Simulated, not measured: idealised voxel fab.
The process module presented herein is designated voxel ribs on slabs.
170 nm wide, 5 nm square cells: that's cross-section cut.
A cross-section is written here as square cells arranged in a grid, and it is given in bands from the top down, each band taking up one or more rows of cells.
In this notation a band is specified by the heights of its top and bottom, in that order and in nm, after which its materials appear from left to right, each paired with its width in nm. The word "edge to edge" attached to a single material means that material fills the band from edge to edge; the word "air" stands for empty space.
Convention: height 0 is the level below which the wafer, as received, is all one material. The lowest band does not terminate at the bottom but continues downward, represented as "0 -> down".
Graded width ("30 to 40"): value in top row of band = first number; value in bottom row = second number; row-to-row change constant.
Reading "no modifications" for a step: not a cell of the cross-section changed in it.
"Closed internal cavities" means: voids of 8 cells or more that are shut off from the top with no open way through. Written width x height at distance, distance from the left edge, in nm.
If you see something after the settings on a step's line, that's the simulator's own remark about that step.
"overlay nm" denotes, for a step that has a mask, the displacement of the mask to the right of its planned place, with negative values corresponding to the left.

Process steps - plan:
1 RECEIVE | material Si
2 DIRECTIONAL_DEP | material SiO2 | thk nm 25
3 DIRECTIONAL_DEP | material SiN | thk nm 20
4 MASKED_ETCH | tone cover | mask id RIB | width nm 20 | etch materials SiN | depth nm 15 | overlay nm 0
5 PATTERN | tone cover | mask id SLAB | material resist | width nm 60 | thk nm 15 | overlay nm 0
6 DIRECTIONAL_ETCH | etch materials SiN | depth nm 5
7 STRIP | etch materials resist
8 FILL_DEP | material SiO2 | thk nm 25
9 CMP | height nm 60
10 DIRECTIONAL_DEP | material TiN | thk nm 5
11 PATTERN | tone cover | mask id HEATER | material resist | width nm 30 | thk nm 15 | overlay nm 0
12 DIRECTIONAL_ETCH | etch materials TiN | depth nm 5
13 STRIP | etch materials resist
14 CONFORMAL_DEP | material SiN | thk nm 10

Cross-sectional view of the wafer in its as-received condition, corresponding to the state after step 1:
> 0 -> down: Si edge to edge
> Closed internal cavities: none

End-of-module cross-section of the first of two wafers, processed as planned:
> 75 -> 70: air: 60  SiN: 50  air: 60
> 70 -> 65: SiN edge to edge
> 65 -> 60: SiN: 70  TiN: 30  SiN: 70
> 60 -> 45: SiO2 edge to edge
> 45 -> 30: SiO2: 75  SiN: 20  SiO2: 75
> 30 -> 25: SiO2: 55  SiN: 60  SiO2: 55
> 25 -> 0: SiO2 edge to edge
> 0 -> down: Si edge to edge
> Closed internal cavities: none

Cross-section, second wafer: same start as the first, same plan as the first, one mistake in running it; taken at the end of the module:
> 75 -> 70: air: 60  SiN: 50  air: 60
> 70 -> 65: SiN edge to edge
> 65 -> 60: SiN: 70  TiN: 30  SiN: 70
> 60 -> 45: SiO2 edge to edge
> 45 -> 30: SiO2: 70  SiN: 20  SiO2: 80
> 30 -> 25: SiO2: 55  SiN: 60  SiO2: 55
> 25 -> 0: SiO2 edge to edge
> 0 -> down: Si edge to edge
> Closed internal cavities: none
Short version of what went wrong: step 4: run off-plan, actual operation and settings MASKED_ETCH | tone cover | mask id RIB | width nm 20 | etch materials SiN | depth nm 15 | overlay nm -5
So at the finish, the second wafer's got exactly as many cells of each material as the first, just not in the same spots.
